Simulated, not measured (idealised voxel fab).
The following is a process module called voxel fin reveal.
The figure presents cross-section cut, which has a width of 245 nm and is divided into square cells with an edge length of 5 nm.
When this document writes out a cross-section, it uses a grid of square cells and lists it as bands, beginning at the top and moving down, with a band standing for one or more rows of cells.
In this notation a band is specified by the heights of its top and bottom, in that order and in nm, after which its materials appear from left to right, each paired with its width in nm. The word "edge to edge" attached to a single material means that material fills the band from edge to edge; the word "blank" stands for empty space.
Heights from 0 (as-received wafer is one material below). Bottom band endless downward, as "0 nm and below".
Read "30..40" as a graded width: first number on top, second number at the bottom, same change between each pair of neighbouring rows.
You'll sometimes find "changes: none" written for a step, and that's the way of saying that nowhere in the cross-section did a cell change during that step.
Each empty space that has no open way to the top and spans at least 8 cells appears under "Internal closed voids" as width x height at distance, the distance counted from the left edge, all in nm.
Read whatever lies past the settings on a step's line as the simulator's own remark about the step.
For masked steps, "overlay nm" on the step line gives how far right of plan the mask actually lay; a minus sign means it lay to the left.
-- List of planned process steps
1 RECEIVE,material Si
2 CONFORMAL_DEP,material SiN,thk nm 10
3 PATTERN,tone cover,mask id FINS,material resist,width nm 15,pitch nm 40,thk nm 15,overlay nm 0
4 DIRECTIONAL_ETCH,etch materials SiN,depth nm 10
5 DIRECTIONAL_ETCH,etch materials Si,depth nm 40
6 STRIP,etch materials resist
7 OXIDIZE,depth nm 5
8 FILL_DEP,material SiO2,thk nm 10
9 CMP,height nm 10
10 SELECTIVE_ETCH,etch materials SiO2,depth nm 35
11 STRIP,etch materials SiN
12 CONFORMAL_DEP,material HfO2,thk nm 5
-- Concerning the first of two wafers, which was run in accordance with the plan
-- So this is the incoming wafer in cross-section - it's already been through step 1
> 0 nm and below = Si edge to edge
> Internal closed voids: none
-- Presented here is a cross-section of the wafer after step 2 has been performed
> 10 nm to 0 nm = SiN edge to edge
> Under the height 0 nothing was changed.
-- Presented here is a cross-section of the wafer after step 3 has been performed
> 25 nm to 10 nm = blank (75) | resist (15) | blank (25) | resist (15) | blank (25) | resist (15) | blank (75)
> Under the height 10 nothing was changed.
-- Presented here is a cross-section of the wafer after step 4 has been performed
> 25 nm to 10 nm = blank (75) | resist (15) | blank (25) | resist (15) | blank (25) | resist (15) | blank (75)
> 10 nm to 0 nm = blank (75) | SiN (15) | blank (25) | SiN (15) | blank (25) | SiN (15) | blank (75)
> Under the height 0 nothing was changed.
-- Presented here is a cross-section of the wafer after step 5 has been performed
> 25 nm to 10 nm = blank (75) | resist (15) | blank (25) | resist (15) | blank (25) | resist (15) | blank (75)
> 10 nm to 0 nm = blank (75) | SiN (15) | blank (25) | SiN (15) | blank (25) | SiN (15) | blank (75)
> 0 nm to -40 nm = blank (75) | Si (15) | blank (25) | Si (15) | blank (25) | Si (15) | blank (75)
> Under the height -40 nothing was changed.
-- Presented here is a cross-section of the wafer after step 6 has been performed
> 10 nm to 0 nm = blank (75) | SiN (15) | blank (25) | SiN (15) | blank (25) | SiN (15) | blank (75)
> Under the height 0 nothing was changed.
-- Presented here is a cross-section of the wafer after step 7 has been performed
> 10 nm to 0 nm = blank (75) | SiN (15) | blank (25) | SiN (15) | blank (25) | SiN (15) | blank (75)
> 0 nm to -40 nm = blank (75) | SiO2 (5) | Si (5) | SiO2 (5) | blank (25) | SiO2 (5) | Si (5) | SiO2 (5) | blank (25) | SiO2 (5) | Si (5) | SiO2 (5) | blank (75)
> -40 nm to -45 nm = SiO2 (80) | Si (5) | SiO2 (35) | Si (5) | SiO2 (35) | Si (5) | SiO2 (80)
> Under the height -45 nothing was changed.
-- Presented here is a cross-section of the wafer after step 8 has been performed
> 20 nm to 10 nm = SiO2 edge to edge
> 10 nm to 0 nm = SiO2 (75) | SiN (15) | SiO2 (25) | SiN (15) | SiO2 (25) | SiN (15) | SiO2 (75)
> 0 nm to -45 nm = SiO2 (80) | Si (5) | SiO2 (35) | Si (5) | SiO2 (35) | Si (5) | SiO2 (80)
> Under the height -45 nothing was changed.
-- Presented here is a cross-section of the wafer after step 9 has been performed
> 10 nm to 0 nm = SiO2 (75) | SiN (15) | SiO2 (25) | SiN (15) | SiO2 (25) | SiN (15) | SiO2 (75)
> Under the height 0 nothing was changed.
-- Presented here is a cross-section of the wafer after step 10 has been performed
> 10 nm to 0 nm = blank (75) | SiN (15) | blank (25) | SiN (15) | blank (25) | SiN (15) | blank (75)
> 0 nm to -25 nm = blank (80) | Si (5) | blank (35) | Si (5) | blank (35) | Si (5) | blank (80)
> Under the height -25 nothing was changed.
-- Presented here is a cross-section of the wafer after step 11 has been performed
> 0 nm to -25 nm = blank (80) | Si (5) | blank (35) | Si (5) | blank (35) | Si (5) | blank (80)
> Under the height -25 nothing was changed.
-- Presented here is a cross-section of the wafer after step 12 has been performed
> 5 nm to 0 nm = blank (75) | HfO2 (15) | blank (25) | HfO2 (15) | blank (25) | HfO2 (15) | blank (75)
> 0 nm to -20 nm = blank (75) | HfO2 (5) | Si (5) | HfO2 (5) | blank (25) | HfO2 (5) | Si (5) | HfO2 (5) | blank (25) | HfO2 (5) | Si (5) | HfO2 (5) | blank (75)
> -20 nm to -25 nm = HfO2 (80) | Si (5) | HfO2 (35) | Si (5) | HfO2 (35) | Si (5) | HfO2 (80)
> Under the height -25 nothing was changed.
-- Here the second wafer is described. Its start and its plan were those of the first wafer. Its run contained one mistake. Up to and including step 11, it did exactly what the first wafer did
-- Planned end of step 12: second wafer, cross-section
> 15 nm to 0 nm = blank (65) | HfO2 (35) | blank (5) | HfO2 (35) | blank (5) | HfO2 (35) | blank (65)
> 0 nm to -10 nm = blank (65) | HfO2 (15) | Si (5) | HfO2 (15) | blank (5) | HfO2 (15) | Si (5) | HfO2 (15) | blank (5) | HfO2 (15) | Si (5) | HfO2 (15) | blank (65)
> -10 nm to -25 nm = HfO2 (80) | Si (5) | HfO2 (35) | Si (5) | HfO2 (35) | Si (5) | HfO2 (80)
> Under the height -25 nothing was changed.
Finding, execution versus plan: step 12 ran differently from the plan; actual operation with settings: CONFORMAL_DEP,material HfO2,thk nm 15
Count the cells at the end and the second wafer has more or fewer of some materials than the first: 158 more of HfO2
